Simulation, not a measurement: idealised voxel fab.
Process module in this document: voxel released beams
It is cross-section cut that appears here, measuring 205 nm in width, its square cells being 5 nm in size.
The cross-sections in this document take the form of a grid made of square cells. They are written out as bands, in order from top to bottom. Each band consists of one or more rows of cells. Heights first: top, then bottom, in nm. Then materials, left to right, each with a width in nm. "throughout" on a single material: fills the band edge to edge. "blank": empty space. Heights from 0 (as-received wafer is one material below). Bottom band endless downward, as "0..down". You'd read "30 to 40" like this: the band's top row of cells is as wide as the first number, its bottom row is as wide as the second, and going down, every row changes width by the same amount as the row before did. The designation "identical to before", where it is given for a processing step, indicates that no cell of the cross-section was altered in the course of that step. Look at "Sealed internal voids" for the closed voids: empty spaces with no open path to the top, sized 8 cells or up. Each is width x height at distance, distance from the left edge, all nm. Whatever follows a step's settings on its line is a remark the simulator itself makes about that step. The optional step-line setting "overlay nm" applies to steps with a mask and quantifies how far to the right of its planned location the mask lay, a negative value indicating leftward placement.
[plan]
1,RECEIVE (material Si)
2,CONFORMAL_DEP (material SiN; thk nm 5)
3,DIRECTIONAL_DEP (material SiO2; thk nm 20)
4,MASKED_ETCH (tone open; mask id ANCHOR; width nm 45; etch materials SiO2; depth nm 20; overlay nm -15)
5,CONFORMAL_DEP (material W; thk nm 15)
6,DIRECTIONAL_DEP (material aC; thk nm 15)
7,PATTERN (tone cover; mask id BEAM; material resist; width nm 120; thk nm 35; overlay nm 0)
8,DIRECTIONAL_ETCH (etch materials aC; depth nm 15)
9,STRIP (etch materials resist)
10,DIRECTIONAL_ETCH (etch materials W; depth nm 15)
11,STRIP (etch materials aC)
12,STRIP (etch materials SiO2)
The value of overlay nm given for step 4 in the plan refers to the first wafer; the wafers vary in this setting and are alike at the start.
[Received wafers, first of several: cross-section after step 1]
  0..down: Si throughout
  Sealed internal voids: none
[Note: the following table is arranged by wafer, a row apiece. Each row reports the end-of-module state: per material, cells gained (+) or cells lost (-) compared with the wafer as received; closed voids follow]
overlay nm -15 | +41 SiN | +96 W | Sealed internal voids: none
overlay nm -10 | +41 SiN | +96 W | Sealed internal voids: none
overlay nm -5 | +41 SiN | +96 W | Sealed internal voids: none
overlay nm 0 | +41 SiN | +96 W | Sealed internal voids: none
overlay nm 5 | +41 SiN | +96 W | Sealed internal voids: none
overlay nm 10 | +41 SiN | +96 W | Sealed internal voids: none
overlay nm 15 | +41 SiN | +96 W | Sealed internal voids: none
